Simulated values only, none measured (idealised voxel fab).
The following process module bears the name voxel ribs on slabs.
In the cross-section labelled cut, the width is 240 nm and each square cell is 5 nm.
A cross-section in this document is a grid of square cells, and it is written down as bands, the top band listed before the ones below it; a band is made up of one or more rows of cells. Top height, bottom height, nm. Materials left to right, width each, nm. Single material + "full width" = fills band edge to edge. "empty" = empty. Height is counted from the level 0, under which the received wafer is composed throughout of one material. The lowest of the bands is not closed at the bottom but continues downward, in the notation "top 0, no bottom". Per-row width for "30->40": begins at first number (top row of band), ends at second number (bottom row), increment between rows held constant. Any step labelled "no alterations made" changed none of the cells in the cross-section. The entry titled "Closed void register" provides the empty spaces that have no open way to the top, restricted to those of 8 cells or more. Each is presented as width x height at distance, the distance being measured from the left edge, with all three in nm. Note: text after step settings on the step line = simulator remark on that step. overlay nm: on a step with a mask, how far right of its planned place the mask lay; negative means left.

## Process steps foreseen in the plan
step 1: RECEIVE with material Si
step 2: DIRECTIONAL_DEP with material SiO2, thk nm 30
step 3: DIRECTIONAL_DEP with material SiN, thk nm 20
step 4: MASKED_ETCH with tone cover, mask id RIB, width nm 30, etch materials SiN, depth nm 10, overlay nm 0
step 5: PATTERN with tone cover, mask id SLAB, material resist, width nm 70, thk nm 15, overlay nm 0
step 6: DIRECTIONAL_ETCH with etch materials SiN, depth nm 10
step 7: STRIP with etch materials resist
step 8: FILL_DEP with material SiO2, thk nm 25
step 9: CMP with height nm 65
step 10: DIRECTIONAL_DEP with material TiN, thk nm 5
step 11: MASKED_ETCH with tone cover, mask id HEATER, width nm 40, etch materials TiN, depth nm 5, overlay nm 0
step 12: CONFORMAL_DEP with material SiN, thk nm 10

## The first of two wafers, run as planned

## Cross-section, incoming material, after step 1
  top 0, no bottom | Si full width
  Closed void register: none

## Presented here is a cross-section of the wafer after step 2 has been performed
  top 30, bottom 0 | SiO2 full width
  No changes below 0.

## Presented here is a cross-section of the wafer after step 3 has been performed
  top 50, bottom 30 | SiN full width
  No changes below 30.

## Presented here is a cross-section of the wafer after step 4 has been performed
  top 50, bottom 40 | empty 105 nm, then SiN 30 nm, then empty 105 nm
  No changes below 40.

## Presented here is a cross-section of the wafer after step 5 has been performed
  top 65, bottom 50 | empty 85 nm, then resist 70 nm, then empty 85 nm
  top 50, bottom 40 | empty 85 nm, then resist 20 nm, then SiN 30 nm, then resist 20 nm, then empty 85 nm
  No changes below 40.

## Presented here is a cross-section of the wafer after step 6 has been performed
  top 65, bottom 50 | empty 85 nm, then resist 70 nm, then empty 85 nm
  top 50, bottom 40 | empty 85 nm, then resist 20 nm, then SiN 30 nm, then resist 20 nm, then empty 85 nm
  top 40, bottom 30 | empty 85 nm, then SiN 70 nm, then empty 85 nm
  No changes below 30.

## Presented here is a cross-section of the wafer after step 7 has been performed
  top 50, bottom 40 | empty 105 nm, then SiN 30 nm, then empty 105 nm
  No changes below 40.

## Presented here is a cross-section of the wafer after step 8 has been performed
  top 75, bottom 50 | SiO2 full width
  top 50, bottom 40 | SiO2 105 nm, then SiN 30 nm, then SiO2 105 nm
  top 40, bottom 30 | SiO2 85 nm, then SiN 70 nm, then SiO2 85 nm
  No changes below 30.

## Presented here is a cross-section of the wafer after step 9 has been performed
  top 65, bottom 50 | SiO2 full width
  No changes below 50.

## Presented here is a cross-section of the wafer after step 10 has been performed
  top 70, bottom 65 | TiN full width
  No changes below 65.

## Presented here is a cross-section of the wafer after step 11 has been performed
  top 70, bottom 65 | empty 100 nm, then TiN 40 nm, then empty 100 nm
  No changes below 65.

## Presented here is a cross-section of the wafer after step 12 has been performed
  top 80, bottom 75 | empty 90 nm, then SiN 60 nm, then empty 90 nm
  top 75, bottom 70 | SiN full width
  top 70, bottom 65 | SiN 100 nm, then TiN 40 nm, then SiN 100 nm
  No changes below 65.

## Companion wafer, the second of two: same beginning, same intended sequence, one mistake in carrying it out; through step 11 inclusive it tracks the first exactly

## Here is the second wafer in cross-section at the point where step 12 of the plan should have been done
  top 85, bottom 80 | empty 85 nm, then SiN 70 nm, then empty 85 nm
  top 80, bottom 70 | SiN full width
  top 70, bottom 65 | SiN 100 nm, then TiN 40 nm, then SiN 100 nm
  No changes below 65.
What went wrong in running the wafer? step 12 changed vs plan, executed as CONFORMAL_DEP with material SiN, thk nm 15
Final difference in cells, second wafer against first, listed per material as more or fewer: 50 more of SiN
